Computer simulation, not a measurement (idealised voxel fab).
The process module that follows is named voxel self aligned contacts.
Square cells of 5 nm make up the cross-section cut, whose width is 245 nm.
Cross-sections here: square-cell grids, written as top-down lists of bands, a band being one or more rows of cells. Band: top height; bottom height; in nm. Then, left to right: material with width in nm, for each material. "all across": a single material spanning edge to edge. "air": empty space. Height reference: 0 = level under which incoming wafer is all one material. Lowest band: no bottom, runs on downward, e.g. "0..down". When a width is written as two numbers, as in "30..40", the first number is the width in the top row of cells of the band and the second is the width in its bottom row, and the width changes by the same amount from each row to the next. "changes: none" after a step means that no cell of the cross-section changed. "Closed void table": sealed empty spaces, 8 cells or more, no open way to top, listed width x height at distance, with distance from the left edge and width, height and distance in nm. Past the settings on a step's line: simulator remark, on that step. "overlay nm" on a masked step: distance the mask lay right of its planned place, negative for left.

LISTED BELOW ARE THE PROCESS STEPS AS PLANNED
1. RECEIVE: material Si
2. OXIDIZE: depth nm 5
3. DIRECTIONAL_DEP: material polySi, thk nm 30
4. DIRECTIONAL_DEP: material SiN, thk nm 25
5. DIRECTIONAL_DEP: material aC, thk nm 10
6. PATTERN: tone cover, mask id GATE, material resist, width nm 25, pitch nm 65, thk nm 25, overlay nm 0
7. DIRECTIONAL_ETCH: etch materials aC, depth nm 10
8. STRIP: etch materials resist
9. DIRECTIONAL_ETCH: etch materials SiN, depth nm 25
10. DIRECTIONAL_ETCH: etch materials polySi, depth nm 30
11. STRIP: etch materials aC
12. CONFORMAL_DEP: material SiN, thk nm 10
13. DIRECTIONAL_ETCH: etch materials SiN, depth nm 10
14. FILL_DEP: material SiO2, thk nm 20
15. CMP: height nm 65
16. PATTERN: tone open, mask id CONTACT, material resist, width nm 50, thk nm 15, overlay nm 0
17. DIRECTIONAL_ETCH: etch materials SiO2, depth nm 70
18. STRIP: etch materials resist
19. CONFORMAL_DEP: material TiN, thk nm 5
20. FILL_DEP: material W, thk nm 5
21. CMP: height nm 65
22. CONFORMAL_DEP: material SiN, thk nm 5

FIRST OF TWO WAFERS, WITH THE RUN CARRIED OUT AS PLANNED

SHOWN IN CROSS-SECTION IS THE WAFER AS RECEIVED, THAT IS, AS IT STANDS AFTER STEP 1
  0..down = Si all across
  Closed void table: none

THE FOLLOWING CROSS-SECTION DEPICTS THE WAFER UPON COMPLETION OF STEP 2
  0..-5 = SiO2 all across
  Below a height of -5, the structure has not been altered.

THE FOLLOWING CROSS-SECTION DEPICTS THE WAFER UPON COMPLETION OF STEP 3
  30..0 = polySi all across
  Below a height of 0, the structure has not been altered.

THE FOLLOWING CROSS-SECTION DEPICTS THE WAFER UPON COMPLETION OF STEP 4
  55..30 = SiN all across
  Below a height of 30, the structure has not been altered.

THE FOLLOWING CROSS-SECTION DEPICTS THE WAFER UPON COMPLETION OF STEP 5
  65..55 = aC all across
  Below a height of 55, the structure has not been altered.

THE FOLLOWING CROSS-SECTION DEPICTS THE WAFER UPON COMPLETION OF STEP 6
  90..65 = air: 75; resist: 25; air: 40; resist: 25; air: 80
  Below a height of 65, the structure has not been altered.

THE FOLLOWING CROSS-SECTION DEPICTS THE WAFER UPON COMPLETION OF STEP 7
  80..65 = air: 75; resist: 25; air: 40; resist: 25; air: 80
  65..55 = air: 75; aC: 25; air: 40; aC: 25; air: 80
  Below a height of 55, the structure has not been altered.

THE FOLLOWING CROSS-SECTION DEPICTS THE WAFER UPON COMPLETION OF STEP 8
  65..55 = air: 75; aC: 25; air: 40; aC: 25; air: 80
  Below a height of 55, the structure has not been altered.

THE FOLLOWING CROSS-SECTION DEPICTS THE WAFER UPON COMPLETION OF STEP 9
  65..55 = air: 75; aC: 25; air: 40; aC: 25; air: 80
  55..30 = air: 75; SiN: 25; air: 40; SiN: 25; air: 80
  Below a height of 30, the structure has not been altered.

THE FOLLOWING CROSS-SECTION DEPICTS THE WAFER UPON COMPLETION OF STEP 10
  65..55 = air: 75; aC: 25; air: 40; aC: 25; air: 80
  55..30 = air: 75; SiN: 25; air: 40; SiN: 25; air: 80
  30..0 = air: 75; polySi: 25; air: 40; polySi: 25; air: 80
  Below a height of 0, the structure has not been altered.

THE FOLLOWING CROSS-SECTION DEPICTS THE WAFER UPON COMPLETION OF STEP 11
  55..30 = air: 75; SiN: 25; air: 40; SiN: 25; air: 80
  Below a height of 30, the structure has not been altered.

THE FOLLOWING CROSS-SECTION DEPICTS THE WAFER UPON COMPLETION OF STEP 12
  65..30 = air: 65; SiN: 45; air: 20; SiN: 45; air: 70
  30..10 = air: 65; SiN: 10; polySi: 25; SiN: 10; air: 20; SiN: 10; polySi: 25; SiN: 10; air: 70
  10..0 = SiN: 75; polySi: 25; SiN: 40; polySi: 25; SiN: 80
  Below a height of 0, the structure has not been altered.

THE FOLLOWING CROSS-SECTION DEPICTS THE WAFER UPON COMPLETION OF STEP 13
  55..30 = air: 65; SiN: 45; air: 20; SiN: 45; air: 70
  30..0 = air: 65; SiN: 10; polySi: 25; SiN: 10; air: 20; SiN: 10; polySi: 25; SiN: 10; air: 70
  Below a height of 0, the structure has not been altered.

THE FOLLOWING CROSS-SECTION DEPICTS THE WAFER UPON COMPLETION OF STEP 14
  75..55 = SiO2 all across
  55..30 = SiO2: 65; SiN: 45; SiO2: 20; SiN: 45; SiO2: 70
  30..0 = SiO2: 65; SiN: 10; polySi: 25; SiN: 10; SiO2: 20; SiN: 10; polySi: 25; SiN: 10; SiO2: 70
  Below a height of 0, the structure has not been altered.

THE FOLLOWING CROSS-SECTION DEPICTS THE WAFER UPON COMPLETION OF STEP 15
  65..55 = SiO2 all across
  Below a height of 55, the structure has not been altered.

THE FOLLOWING CROSS-SECTION DEPICTS THE WAFER UPON COMPLETION OF STEP 16
  80..65 = resist: 95; air: 50; resist: 100
  Below a height of 65, the structure has not been altered.

THE FOLLOWING CROSS-SECTION DEPICTS THE WAFER UPON COMPLETION OF STEP 17
  80..65 = resist: 95; air: 50; resist: 100
  65..55 = SiO2: 95; air: 50; SiO2: 100
  55..30 = SiO2: 65; SiN: 45; air: 20; SiN: 45; SiO2: 70
  30..0 = SiO2: 65; SiN: 10; polySi: 25; SiN: 10; air: 20; SiN: 10; polySi: 25; SiN: 10; SiO2: 70
  0..-5 = SiO2: 110; air: 20; SiO2: 115
  Below a height of -5, the structure has not been altered.

THE FOLLOWING CROSS-SECTION DEPICTS THE WAFER UPON COMPLETION OF STEP 18
  65..55 = SiO2: 95; air: 50; SiO2: 100
  Below a height of 55, the structure has not been altered.

THE FOLLOWING CROSS-SECTION DEPICTS THE WAFER UPON COMPLETION OF STEP 19
  70..65 = TiN: 100; air: 40; TiN: 105
  65..55 = SiO2: 95; TiN: 5..20; air: 40..10; TiN: 5..20; SiO2: 100
  55..30 = SiO2: 65; SiN: 45; TiN: 5; air: 10; TiN: 5; SiN: 45; SiO2: 70
  30..0 = SiO2: 65; SiN: 10; polySi: 25; SiN: 10; TiN: 5; air: 10; TiN: 5; SiN: 10; polySi: 25; SiN: 10; SiO2: 70
  0..-5 = SiO2: 110; TiN: 20; SiO2: 115
  Below a height of -5, the structure has not been altered.

THE FOLLOWING CROSS-SECTION DEPICTS THE WAFER UPON COMPLETION OF STEP 20
  75..70 = W all across
  70..65 = TiN: 100; W: 40; TiN: 105
  65..55 = SiO2: 95; TiN: 5..20; W: 40..10; TiN: 5..20; SiO2: 100
  55..30 = SiO2: 65; SiN: 45; TiN: 5; W: 10; TiN: 5; SiN: 45; SiO2: 70
  30..0 = SiO2: 65; SiN: 10; polySi: 25; SiN: 10; TiN: 5; W: 10; TiN: 5; SiN: 10; polySi: 25; SiN: 10; SiO2: 70
  Below a height of 0, the structure has not been altered.

THE FOLLOWING CROSS-SECTION DEPICTS THE WAFER UPON COMPLETION OF STEP 21
  65..55 = SiO2: 95; TiN: 5..20; W: 40..10; TiN: 5..20; SiO2: 100
  Below a height of 55, the structure has not been altered.

THE FOLLOWING CROSS-SECTION DEPICTS THE WAFER UPON COMPLETION OF STEP 22
  70..65 = SiN all across
  Below a height of 65, the structure has not been altered.

THE SECOND WAFER BEGAN EXACTLY AS THE FIRST DID AND FOLLOWED THE SAME PLAN, BUT ONE MISTAKE WAS MADE WHILE RUNNING IT; THROUGH STEP 15 INCLUSIVE, THE TWO WAFERS ARE IDENTICAL

WHEN STEP 16 SHOULD HAVE ENDED
  80..65 = air: 95; resist: 50; air: 100
  Below a height of 65, the structure has not been altered.

WHEN STEP 17 SHOULD HAVE ENDED
  80..65 = air: 95; resist: 50; air: 100
  65..55 = air: 95; SiO2: 50; air: 100
  55..30 = air: 65; SiN: 45; SiO2: 20; SiN: 45; air: 70
  30..0 = air: 65; SiN: 10; polySi: 25; SiN: 10; SiO2: 20; SiN: 10; polySi: 25; SiN: 10; air: 70
  0..-5 = air: 65; SiO2: 110; air: 70
  Below a height of -5, the structure has not been altered.

WHEN STEP 18 SHOULD HAVE ENDED
  65..55 = air: 95; SiO2: 50; air: 100
  Below a height of 55, the structure has not been altered.

WHEN STEP 19 SHOULD HAVE ENDED
  70..65 = air: 90; TiN: 60; air: 95
  65..55 = air: 90..60; TiN: 5..35; SiO2: 50; TiN: 5..35; air: 95..65
  55..30 = air: 60; TiN: 5; SiN: 45; SiO2: 20; SiN: 45; TiN: 5; air: 65
  30..0 = air: 60; TiN: 5; SiN: 10; polySi: 25; SiN: 10; SiO2: 20; SiN: 10; polySi: 25; SiN: 10; TiN: 5; air: 65
  0..-5 = TiN: 65; SiO2: 110; TiN: 70
  Below a height of -5, the structure has not been altered.

WHEN STEP 20 SHOULD HAVE ENDED
  75..70 = W all across
  70..65 = W: 90; TiN: 60; W: 95
  65..55 = W: 90..60; TiN: 5..35; SiO2: 50; TiN: 5..35; W: 95..65
  55..30 = W: 60; TiN: 5; SiN: 45; SiO2: 20; SiN: 45; TiN: 5; W: 65
  30..0 = W: 60; TiN: 5; SiN: 10; polySi: 25; SiN: 10; SiO2: 20; SiN: 10; polySi: 25; SiN: 10; TiN: 5; W: 65
  Below a height of 0, the structure has not been altered.

WHEN STEP 21 SHOULD HAVE ENDED
  65..55 = W: 90..60; TiN: 5..35; SiO2: 50; TiN: 5..35; W: 95..65
  Below a height of 55, the structure has not been altered.

WHEN STEP 22 SHOULD HAVE ENDED
  70..65 = SiN all across
  Below a height of 65, the structure has not been altered.
Against the plan, the run slipped here: step 16 did not use the planned setting and instead ran as PATTERN: tone cover, mask id CONTACT, material resist, width nm 50, thk nm 15, overlay nm 0
Upon completion, the second wafer contains, in terms of cells, a greater or smaller amount of certain materials than the first wafer: SiO2: 334 fewer, TiN: 29 more, W: 305 more
